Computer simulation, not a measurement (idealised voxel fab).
Documented hereafter: the process module known as voxel released beams.
Each square cell in cross-section cut measures 5 nm, and the section as a whole is 210 nm wide.
Just so we're on the same page, the cross-sections are grids of square cells, and they're listed out in bands top to bottom, each band one or more rows deep.
Within each band entry, the heights of the top and of the bottom of the band appear first, in that order and in nm; the materials of the band then follow from left to right, each with its corresponding width in nm. The designation "everywhere" on a single material indicates that it fills the band from edge to edge; the designation "empty" indicates empty space.
Heads up on the height convention: 0 is the point under which the incoming wafer is all one material, and the lowest band has no bottom, it just keeps going down, like "0 nm and below".
The two numbers in a width such as "30->40" mark its ends across the band: the first belongs to the top row of cells, the second to the bottom row, and from each row to the next the width moves by the same amount.
You'll sometimes find "no alteration" written for a step, and that's the way of saying that nowhere in the cross-section did a cell change during that step.
Entry "Closed void listing". Content: empty spaces with no open connection to the top, size 8 cells or greater. Each: width x height at distance. Distance: from left edge. Unit: nm.
after a step's settings: what the simulator itself notes on the step
On any step carrying a mask, the "overlay nm" setting, if present on the step's line, tells how far right of its planned place the mask lay; negative values point to the left.

These are the steps we planned for the process
- 1: RECEIVE with material Si
- 2: CONFORMAL_DEP with material SiN, thk nm 5
- 3: DIRECTIONAL_DEP with material SiO2, thk nm 10
- 4: DIRECTIONAL_DEP with material aC, thk nm 15
- 5: PATTERN with tone open, mask id ANCHOR, material resist, width nm 35, thk nm 35, overlay nm 0
- 6: DIRECTIONAL_ETCH with etch materials aC, depth nm 15
- 7: STRIP with etch materials resist
- 8: DIRECTIONAL_ETCH with etch materials SiO2, depth nm 10
- 9: STRIP with etch materials aC
- 10: CONFORMAL_DEP with material W, thk nm 15
- 11: DIRECTIONAL_DEP with material aC, thk nm 15
- 12: PATTERN with tone cover, mask id BEAM, material resist, width nm 120, thk nm 30, overlay nm 0
- 13: DIRECTIONAL_ETCH with etch materials aC, depth nm 15
- 14: STRIP with etch materials resist
- 15: DIRECTIONAL_ETCH with etch materials W, depth nm 15
- 16: STRIP with etch materials aC
- 17: STRIP with etch materials SiO2

Cross-section of the wafer at receipt, which is the condition after step 1
- 0 nm and below | Si everywhere
- Closed void listing: none

Module complete, cross-section. Starting point and plan per above. One mistake made in running the module
- 45 nm to 30 nm | 40 nm empty, 120 nm W, 50 nm empty
- 30 nm to 15 nm | W everywhere
- 15 nm to 5 nm | 45 nm SiO2, 35 nm W, 130 nm SiO2
- 5 nm to 0 nm | SiN everywhere
- 0 nm and below | Si everywhere
- Closed void listing: none
Which mistake was made when the wafer was run? step 10 in the plan was executed twice
